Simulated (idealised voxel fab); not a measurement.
Documented hereafter: the process module known as voxel air gaps.
Xsec cut, 210 nm wide, square cell size 5 nm.
A cross-section is a grid of square cells, given in bands from the top down. A band is one or more rows of cells.
First you get the band's top height and its bottom height, in nm, and then the materials it's made of, left to right, with each width in nm. If you see a single material with "throughout", that one covers the band edge to edge. "air" is empty space.
Convention: height 0 is the level below which the wafer, as received, is all one material. The lowest band does not terminate at the bottom but continues downward, represented as "0 and below".
The notation "30->40" denotes a width that varies across the rows of cells in the band, beginning at the first number in the top row, finishing at the second number in the bottom row, and changing by an identical amount from each row to the next.
Key: "no modifications" - step with no changed cell in the cross-section.
Each empty space that has no open way to the top and spans at least 8 cells appears under "Entrapped void list" as width x height at distance, the distance counted from the left edge, all in nm.
Text after the settings on a step's line: the simulator's own remark on that step.
The optional step-line setting "overlay nm" applies to steps with a mask and quantifies how far to the right of its planned location the mask lay, a negative value indicating leftward placement.
**Planned step list for the process**
1: RECEIVE with material Si
2: CONFORMAL_DEP with material SiO2, thk nm 15
3: CONFORMAL_DEP with material SiCN, thk nm 5
4: DIRECTIONAL_DEP with material lowk, thk nm 40
5: PATTERN with tone open, mask id LINES, material resist, width nm 20, pitch nm 45, thk nm 20, overlay nm 0
6: DIRECTIONAL_ETCH with etch materials lowk, depth nm 40
7: STRIP with etch materials resist
8: CONFORMAL_DEP with material TiN, thk nm 5
9: FILL_DEP with material W, thk nm 10
10: CMP with height nm 60
11: EPI with material Ru, thk nm 10
12: SELECTIVE_ETCH with etch materials lowk, depth nm 50
13: CONFORMAL_DEP with material SiCN, thk nm 5
**Run as planned: first of two wafers**
**Here's what the wafer looked like in cross-section when it arrived - that's after step 1**
0 and below: Si throughout
Entrapped void list: none
**Wafer xsec, post step 2**
15 down to 0: SiO2 throughout
Below 0, no change.
**Wafer xsec, post step 3**
20 down to 15: SiCN throughout
Below 15, no change.
**Wafer xsec, post step 4**
60 down to 20: lowk throughout
Below 20, no change.
**Wafer xsec, post step 5**
80 down to 60: resist (50), then air (20), then resist (25), then air (20), then resist (25), then air (20), then resist (50)
Below 60, no change.
**Wafer xsec, post step 6**
80 down to 60: resist (50), then air (20), then resist (25), then air (20), then resist (25), then air (20), then resist (50)
60 down to 20: lowk (50), then air (20), then lowk (25), then air (20), then lowk (25), then air (20), then lowk (50)
Below 20, no change.
**Wafer xsec, post step 7**
60 down to 20: lowk (50), then air (20), then lowk (25), then air (20), then lowk (25), then air (20), then lowk (50)
Below 20, no change.
**Wafer xsec, post step 8**
65 down to 60: TiN (55), then air (10), then TiN (35), then air (10), then TiN (35), then air (10), then TiN (55)
60 down to 25: lowk (50), then TiN (5), then air (10), then TiN (5), then lowk (25), then TiN (5), then air (10), then TiN (5), then lowk (25), then TiN (5), then air (10), then TiN (5), then lowk (50)
25 down to 20: lowk (50), then TiN (20), then lowk (25), then TiN (20), then lowk (25), then TiN (20), then lowk (50)
Below 20, no change.
**Wafer xsec, post step 9**
75 down to 65: W throughout
65 down to 60: TiN (55), then W (10), then TiN (35), then W (10), then TiN (35), then W (10), then TiN (55)
60 down to 25: lowk (50), then TiN (5), then W (10), then TiN (5), then lowk (25), then TiN (5), then W (10), then TiN (5), then lowk (25), then TiN (5), then W (10), then TiN (5), then lowk (50)
Below 25, no change.
**Wafer xsec, post step 10**
60 down to 25: lowk (50), then TiN (5), then W (10), then TiN (5), then lowk (25), then TiN (5), then W (10), then TiN (5), then lowk (25), then TiN (5), then W (10), then TiN (5), then lowk (50)
Below 25, no change.
**Wafer xsec, post step 11**
70 down to 60: air (40), then Ru (40), then air (5), then Ru (40), then air (5), then Ru (40), then air (40)
Below 60, no change.
**Wafer xsec, post step 12**
70 down to 60: air (40), then Ru (40), then air (5), then Ru (40), then air (5), then Ru (40), then air (40)
60 down to 25: air (50), then TiN (5), then W (10), then TiN (5), then air (25), then TiN (5), then W (10), then TiN (5), then air (25), then TiN (5), then W (10), then TiN (5), then air (50)
25 down to 20: air (50), then TiN (20), then air (25), then TiN (20), then air (25), then TiN (20), then air (50)
Below 20, no change.
**Wafer xsec, post step 13**
75 down to 70: air (35), then SiCN (140), then air (35)
70 down to 60: air (35), then SiCN (5), then Ru (40), then SiCN (5), then Ru (40), then SiCN (5), then Ru (40), then SiCN (5), then air (35)
60 down to 55: air (35), then SiCN (15), then TiN (5), then W (10), then TiN (5), then SiCN (25), then TiN (5), then W (10), then TiN (5), then SiCN (25), then TiN (5), then W (10), then TiN (5), then SiCN (15), then air (35)
55 down to 25: air (45), then SiCN (5), then TiN (5), then W (10), then TiN (5), then SiCN (5), then air (15), then SiCN (5), then TiN (5), then W (10), then TiN (5), then SiCN (5), then air (15), then SiCN (5), then TiN (5), then W (10), then TiN (5), then SiCN (5), then air (45)
25 down to 20: SiCN (50), then TiN (20), then SiCN (25), then TiN (20), then SiCN (25), then TiN (20), then SiCN (50)
Below 20, no change.
Entrapped void list: 15 x 30 at 75; 15 x 30 at 120
**Second of two: same start, same plan, one run error; steps up to and including 4 match the first**
**Here is the second wafer in cross-section at the point where step 5 of the plan should have been done**
80 down to 60: resist (60), then air (20), then resist (25), then air (20), then resist (25), then air (20), then resist (40)
Below 60, no change.
**Here is the second wafer in cross-section at the point where step 6 of the plan should have been done**
80 down to 60: resist (60), then air (20), then resist (25), then air (20), then resist (25), then air (20), then resist (40)
60 down to 20: lowk (60), then air (20), then lowk (25), then air (20), then lowk (25), then air (20), then lowk (40)
Below 20, no change.
**Here is the second wafer in cross-section at the point where step 7 of the plan should have been done**
60 down to 20: lowk (60), then air (20), then lowk (25), then air (20), then lowk (25), then air (20), then lowk (40)
Below 20, no change.
**Here is the second wafer in cross-section at the point where step 8 of the plan should have been done**
65 down to 60: TiN (65), then air (10), then TiN (35), then air (10), then TiN (35), then air (10), then TiN (45)
60 down to 25: lowk (60), then TiN (5), then air (10), then TiN (5), then lowk (25), then TiN (5), then air (10), then TiN (5), then lowk (25), then TiN (5), then air (10), then TiN (5), then lowk (40)
25 down to 20: lowk (60), then TiN (20), then lowk (25), then TiN (20), then lowk (25), then TiN (20), then lowk (40)
Below 20, no change.
**Here is the second wafer in cross-section at the point where step 9 of the plan should have been done**
75 down to 65: W throughout
65 down to 60: TiN (65), then W (10), then TiN (35), then W (10), then TiN (35), then W (10), then TiN (45)
60 down to 25: lowk (60), then TiN (5), then W (10), then TiN (5), then lowk (25), then TiN (5), then W (10), then TiN (5), then lowk (25), then TiN (5), then W (10), then TiN (5), then lowk (40)
Below 25, no change.
**Here is the second wafer in cross-section at the point where step 10 of the plan should have been done**
60 down to 25: lowk (60), then TiN (5), then W (10), then TiN (5), then lowk (25), then TiN (5), then W (10), then TiN (5), then lowk (25), then TiN (5), then W (10), then TiN (5), then lowk (40)
Below 25, no change.
**Here is the second wafer in cross-section at the point where step 11 of the plan should have been done**
70 down to 60: air (50), then Ru (40), then air (5), then Ru (40), then air (5), then Ru (40), then air (30)
Below 60, no change.
**Here is the second wafer in cross-section at the point where step 12 of the plan should have been done**
70 down to 60: air (50), then Ru (40), then air (5), then Ru (40), then air (5), then Ru (40), then air (30)
60 down to 25: air (60), then TiN (5), then W (10), then TiN (5), then air (25), then TiN (5), then W (10), then TiN (5), then air (25), then TiN (5), then W (10), then TiN (5), then air (40)
25 down to 20: air (60), then TiN (20), then air (25), then TiN (20), then air (25), then TiN (20), then air (40)
Below 20, no change.
**Here is the second wafer in cross-section at the point where step 13 of the plan should have been done**
75 down to 70: air (45), then SiCN (140), then air (25)
70 down to 60: air (45), then SiCN (5), then Ru (40), then SiCN (5), then Ru (40), then SiCN (5), then Ru (40), then SiCN (5), then air (25)
60 down to 55: air (45), then SiCN (15), then TiN (5), then W (10), then TiN (5), then SiCN (25), then TiN (5), then W (10), then TiN (5), then SiCN (25), then TiN (5), then W (10), then TiN (5), then SiCN (15), then air (25)
55 down to 25: air (55), then SiCN (5), then TiN (5), then W (10), then TiN (5), then SiCN (5), then air (15), then SiCN (5), then TiN (5), then W (10), then TiN (5), then SiCN (5), then air (15), then SiCN (5), then TiN (5), then W (10), then TiN (5), then SiCN (5), then air (35)
25 down to 20: SiCN (60), then TiN (20), then SiCN (25), then TiN (20), then SiCN (25), then TiN (20), then SiCN (40)
Below 20, no change.
Entrapped void list: 15 x 30 at 85; 15 x 30 at 130
Short version of what went wrong: note that step 5 departed from the planned setting and was carried out as PATTERN with tone open, mask id LINES, material resist, width nm 20, pitch nm 45, thk nm 20, overlay nm 10
The two final wafers agree on how many cells each material fills and disagree on which cells those are.
